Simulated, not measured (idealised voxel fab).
This is a process module. Its name is voxel capacitor over wiring.
Cross-section cut spans 230 nm and uses square cells 5 nm in size.
Cross-section = grid of square cells, listed top down in bands; band = one or more rows.
Band: top and bottom heights (nm) first, top before bottom; then materials from left to right, widths in nm. "edge to edge" marks a sole material filling the band edge to edge. "empty" denotes empty space.
Below 0: as-received wafer, all one material; heights counted from there. Lowest band: no bottom, goes on down, written "0 and below".
A width given as "30..40" starts at the first number in the band's top row and ends at the second number in its bottom row, shifting by an equal amount at every step from row to row.
Basically "no alterations made" means that step didn't change any cell in the cross-section.
"Closed internal cavities" lists enclosed empty spaces (at least 8 cells, no open path upward to the top), each as width x height at distance from the left edge, in nm.
Note: text after step settings on the step line = simulator remark on that step.
"overlay nm" denotes, for a step that has a mask, the displacement of the mask to the right of its planned place, with negative values corresponding to the left.
### Process steps (planned)
step 1: RECEIVE [material Si]
step 2: CONFORMAL_DEP [material SiO2] [thk nm 15]
step 3: DIRECTIONAL_DEP [material TiN] [thk nm 5]
step 4: DIRECTIONAL_DEP [material Ru] [thk nm 20]
step 5: PATTERN [tone cover] [mask id METAL_1] [material resist] [width nm 30] [pitch nm 80] [thk nm 20] [overlay nm 0]
step 6: DIRECTIONAL_ETCH [etch materials Ru] [depth nm 20]
step 7: DIRECTIONAL_ETCH [etch materials TiN] [depth nm 5]
step 8: STRIP [etch materials resist]
step 9: CONFORMAL_DEP [material SiN] [thk nm 5]
step 10: FILL_DEP [material lowk] [thk nm 10]
step 11: CMP [height nm 40]
step 12: CONFORMAL_DEP [material SiCN] [thk nm 5]
step 13: DIRECTIONAL_DEP [material lowk] [thk nm 15]
step 14: MASKED_ETCH [tone open] [mask id PLUG_1] [width nm 15] [etch materials lowk] [depth nm 15] [overlay nm 0]
step 15: MASKED_ETCH [tone open] [mask id PLUG_1] [width nm 15] [etch materials SiCN] [depth nm 5] [overlay nm 0]
step 16: CONFORMAL_DEP [material TiN] [thk nm 5]
step 17: FILL_DEP [material W] [thk nm 5]
step 18: CMP [height nm 60]
step 19: DIRECTIONAL_DEP [material TiN] [thk nm 5]
step 20: DIRECTIONAL_DEP [material HfO2] [thk nm 5]
step 21: DIRECTIONAL_DEP [material TiN] [thk nm 5]
step 22: PATTERN [tone cover] [mask id UPPER_PLATE] [material resist] [width nm 55] [thk nm 20] [overlay nm 0]
step 23: DIRECTIONAL_ETCH [etch materials TiN] [depth nm 5]
step 24: DIRECTIONAL_ETCH [etch materials HfO2] [depth nm 5]
step 25: STRIP [etch materials resist]
step 26: DIRECTIONAL_DEP [material aC] [thk nm 15]
step 27: PATTERN [tone cover] [mask id LOWER_PLATE] [material resist] [width nm 65] [thk nm 30] [overlay nm 0]
step 28: DIRECTIONAL_ETCH [etch materials aC] [depth nm 15]
step 29: STRIP [etch materials resist]
step 30: DIRECTIONAL_ETCH [etch materials TiN] [depth nm 5]
step 31: STRIP [etch materials aC]
step 32: FILL_DEP [material SiO2] [thk nm 15]
step 33: CMP [height nm 85]
step 34: DIRECTIONAL_DEP [material aC] [thk nm 10]
step 35: PATTERN [tone open] [mask id PLUG_2] [material resist] [width nm 15] [thk nm 30] [overlay nm 0]
step 36: DIRECTIONAL_ETCH [etch materials aC] [depth nm 10]
step 37: STRIP [etch materials resist]
step 38: DIRECTIONAL_ETCH [etch materials SiO2] [depth nm 10]
step 39: STRIP [etch materials aC]
step 40: CONFORMAL_DEP [material TiN] [thk nm 5]
step 41: FILL_DEP [material W] [thk nm 10]
step 42: CMP [height nm 85]
step 43: CONFORMAL_DEP [material SiCN] [thk nm 5]
### Cross-sectional view of the wafer in its as-received condition, corresponding to the state after step 1
* 0 and below  Si edge to edge
* Closed internal cavities: none
### Cross-section at module end, one run error; start and plan unchanged from above
* 90 down to 85  SiCN edge to edge
* 85 down to 80  80 of W; 5 of TiN; 15 of SiO2; 5 of TiN; 125 of W
* 80 down to 75  85 of TiN; 15 of SiO2; 130 of TiN
* 75 down to 70  75 of SiO2; 55 of TiN; 100 of SiO2
* 70 down to 65  75 of SiO2; 55 of HfO2; 100 of SiO2
* 65 down to 60  70 of SiO2; 65 of TiN; 95 of SiO2
* 60 down to 45  75 of lowk; 5 of TiN; 5 of W; 5 of TiN; 140 of lowk
* 45 down to 40  75 of SiCN; 15 of TiN; 140 of SiCN
* 40 down to 20  55 of lowk; 5 of SiN; 30 of Ru; 5 of SiN; 40 of lowk; 5 of SiN; 30 of Ru; 5 of SiN; 55 of lowk
* 20 down to 15  60 of SiN; 30 of TiN; 50 of SiN; 30 of TiN; 60 of SiN
* 15 down to 0  SiO2 edge to edge
* 0 and below  Si edge to edge
* Closed internal cavities: none
What was done differently from what was planned? step 35 deviated from plan and actually ran as PATTERN [tone cover] [mask id PLUG_2] [material resist] [width nm 15] [thk nm 30] [overlay nm 0]
